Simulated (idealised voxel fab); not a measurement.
process module | voxel ribs on slabs
cross-section cut | 290 nm wide | cells 5 nm
A cross-section is a grid of square cells, given in bands from the top down. A band is one or more rows of cells.
Each band's line starts with the height of the band's top and of its bottom, in nm. Then come its materials from left to right, each with its width in nm. One material with "throughout" fills the band from edge to edge. "air" is empty space.
Height 0 is the level under which the wafer as received is all one material. The lowest band goes on downwards, as in "0 down".
A width such as "30 to 40" changes by the same amount from each row of cells to the next, from the band's top row to its bottom row.
"no change" after a step means that no cell of the cross-section changed.
closed voids: empty space of 8 cells or more with no open way to the top, each as width x height at its distance from the left edge, in nm
after a step's settings: what the simulator itself notes on the step
overlay nm, on a step with a mask: how far to the right of its planned place the mask lay; to the left if negative
plan
1 op RECEIVE | material Si
2 op DIRECTIONAL_DEP | material SiO2 | thk nm 25
3 op DIRECTIONAL_DEP | material SiN | thk nm 15
4 op DIRECTIONAL_DEP | material aC | thk nm 15
5 op PATTERN | tone cover | mask id RIB | material resist | width nm 25 | thk nm 30 | overlay nm 0
6 op DIRECTIONAL_ETCH | etch materials aC | depth nm 15
7 op STRIP | etch materials resist
8 op DIRECTIONAL_ETCH | etch materials SiN | depth nm 10
9 op STRIP | etch materials aC
10 op DIRECTIONAL_DEP | material aC | thk nm 10
11 op PATTERN | tone cover | mask id SLAB | material resist | width nm 85 | thk nm 25 | overlay nm 0
12 op DIRECTIONAL_ETCH | etch materials aC | depth nm 10
13 op STRIP | etch materials resist
14 op DIRECTIONAL_ETCH | etch materials SiN | depth nm 5
15 op STRIP | etch materials aC
16 op FILL_DEP | material SiO2 | thk nm 15
17 op CMP | height nm 50
18 op DIRECTIONAL_DEP | material TiN | thk nm 10
19 op DIRECTIONAL_DEP | material aC | thk nm 15
20 op PATTERN | tone cover | mask id HEATER | material resist | width nm 35 | thk nm 30 | overlay nm 0
21 op DIRECTIONAL_ETCH | etch materials aC | depth nm 15
22 op STRIP | etch materials resist
23 op DIRECTIONAL_ETCH | etch materials TiN | depth nm 10
24 op STRIP | etch materials aC
25 op CONFORMAL_DEP | material SiN | thk nm 10
first wafer, as planned
as received, after step 1
  0 down: Si throughout
  closed voids: none
after step 2
  25 to 0: SiO2 throughout
  below 0: unchanged
after step 3
  40 to 25: SiN throughout
  below 25: unchanged
after step 4
  55 to 40: aC throughout
  below 40: unchanged
after step 5
  85 to 55: air 130 | resist 25 | air 135
  below 55: unchanged
after step 6
  70 to 55: air 130 | resist 25 | air 135
  55 to 40: air 130 | aC 25 | air 135
  below 40: unchanged
after step 7
  55 to 40: air 130 | aC 25 | air 135
  below 40: unchanged
after step 8
  55 to 40: air 130 | aC 25 | air 135
  40 to 30: air 130 | SiN 25 | air 135
  below 30: unchanged
after step 9
  40 to 30: air 130 | SiN 25 | air 135
  below 30: unchanged
after step 10
  50 to 40: air 130 | aC 25 | air 135
  40 to 30: aC 130 | SiN 25 | aC 135
  below 30: unchanged
after step 11
  75 to 50: air 100 | resist 85 | air 105
  50 to 40: air 100 | resist 30 | aC 25 | resist 30 | air 105
  below 40: unchanged
after step 12
  65 to 50: air 100 | resist 85 | air 105
  50 to 40: air 100 | resist 30 | aC 25 | resist 30 | air 105
  40 to 30: air 100 | aC 30 | SiN 25 | aC 30 | air 105
  below 30: unchanged
after step 13
  50 to 40: air 130 | aC 25 | air 135
  below 40: unchanged
after step 14
  50 to 40: air 130 | aC 25 | air 135
  40 to 30: air 100 | aC 30 | SiN 25 | aC 30 | air 105
  30 to 25: air 100 | SiN 85 | air 105
  below 25: unchanged
after step 15
  40 to 30: air 130 | SiN 25 | air 135
  below 30: unchanged
after step 16
  55 to 40: SiO2 throughout
  40 to 30: SiO2 130 | SiN 25 | SiO2 135
  30 to 25: SiO2 100 | SiN 85 | SiO2 105
  below 25: unchanged
after step 17
  50 to 40: SiO2 throughout
  below 40: unchanged
after step 18
  60 to 50: TiN throughout
  below 50: unchanged
after step 19
  75 to 60: aC throughout
  below 60: unchanged
after step 20
  105 to 75: air 125 | resist 35 | air 130
  below 75: unchanged
after step 21
  90 to 75: air 125 | resist 35 | air 130
  75 to 60: air 125 | aC 35 | air 130
  below 60: unchanged
after step 22
  75 to 60: air 125 | aC 35 | air 130
  below 60: unchanged
after step 23
  75 to 60: air 125 | aC 35 | air 130
  60 to 50: air 125 | TiN 35 | air 130
  below 50: unchanged
after step 24
  60 to 50: air 125 | TiN 35 | air 130
  below 50: unchanged
after step 25
  70 to 60: air 115 | SiN 55 | air 120
  60 to 50: SiN 125 | TiN 35 | SiN 130
  below 50: unchanged
second wafer: like start, like plan, one mistake. Through step 1 it matches the first wafer
when step 2 should have ended
  20 to 0: SiO2 throughout
  below 0: unchanged
when step 3 should have ended
  35 to 20: SiN throughout
  below 20: unchanged
when step 4 should have ended
  50 to 35: aC throughout
  below 35: unchanged
when step 5 should have ended
  80 to 50: air 130 | resist 25 | air 135
  below 50: unchanged
when step 6 should have ended
  65 to 50: air 130 | resist 25 | air 135
  50 to 35: air 130 | aC 25 | air 135
  below 35: unchanged
when step 7 should have ended
  50 to 35: air 130 | aC 25 | air 135
  below 35: unchanged
when step 8 should have ended
  50 to 35: air 130 | aC 25 | air 135
  35 to 25: air 130 | SiN 25 | air 135
  below 25: unchanged
when step 9 should have ended
  35 to 25: air 130 | SiN 25 | air 135
  below 25: unchanged
when step 10 should have ended
  45 to 35: air 130 | aC 25 | air 135
  35 to 25: aC 130 | SiN 25 | aC 135
  below 25: unchanged
when step 11 should have ended
  70 to 45: air 100 | resist 85 | air 105
  45 to 35: air 100 | resist 30 | aC 25 | resist 30 | air 105
  below 35: unchanged
when step 12 should have ended
  60 to 45: air 100 | resist 85 | air 105
  45 to 35: air 100 | resist 30 | aC 25 | resist 30 | air 105
  35 to 25: air 100 | aC 30 | SiN 25 | aC 30 | air 105
  below 25: unchanged
when step 13 should have ended
  45 to 35: air 130 | aC 25 | air 135
  below 35: unchanged
when step 14 should have ended
  45 to 35: air 130 | aC 25 | air 135
  35 to 25: air 100 | aC 30 | SiN 25 | aC 30 | air 105
  25 to 20: air 100 | SiN 85 | air 105
  below 20: unchanged
when step 15 should have ended
  35 to 25: air 130 | SiN 25 | air 135
  below 25: unchanged
when step 16 should have ended
  50 to 35: SiO2 throughout
  35 to 25: SiO2 130 | SiN 25 | SiO2 135
  25 to 20: SiO2 100 | SiN 85 | SiO2 105
  below 20: unchanged
when step 17 should have ended: no change
when step 18 should have ended
  60 to 50: TiN throughout
  below 50: unchanged
when step 19 should have ended
  75 to 60: aC throughout
  below 60: unchanged
when step 20 should have ended
  105 to 75: air 125 | resist 35 | air 130
  below 75: unchanged
when step 21 should have ended
  90 to 75: air 125 | resist 35 | air 130
  75 to 60: air 125 | aC 35 | air 130
  below 60: unchanged
when step 22 should have ended
  75 to 60: air 125 | aC 35 | air 130
  below 60: unchanged
when step 23 should have ended
  75 to 60: air 125 | aC 35 | air 130
  60 to 50: air 125 | TiN 35 | air 130
  below 50: unchanged
when step 24 should have ended
  60 to 50: air 125 | TiN 35 | air 130
  below 50: unchanged
when step 25 should have ended
  70 to 60: air 115 | SiN 55 | air 120
  60 to 50: SiN 125 | TiN 35 | SiN 130
  below 50: unchanged
what went wrong: step 2 ran as: op DIRECTIONAL_DEP | material SiO2 | thk nm 20
at the end the second wafer has, in cells: as many of each material as the first, in other places
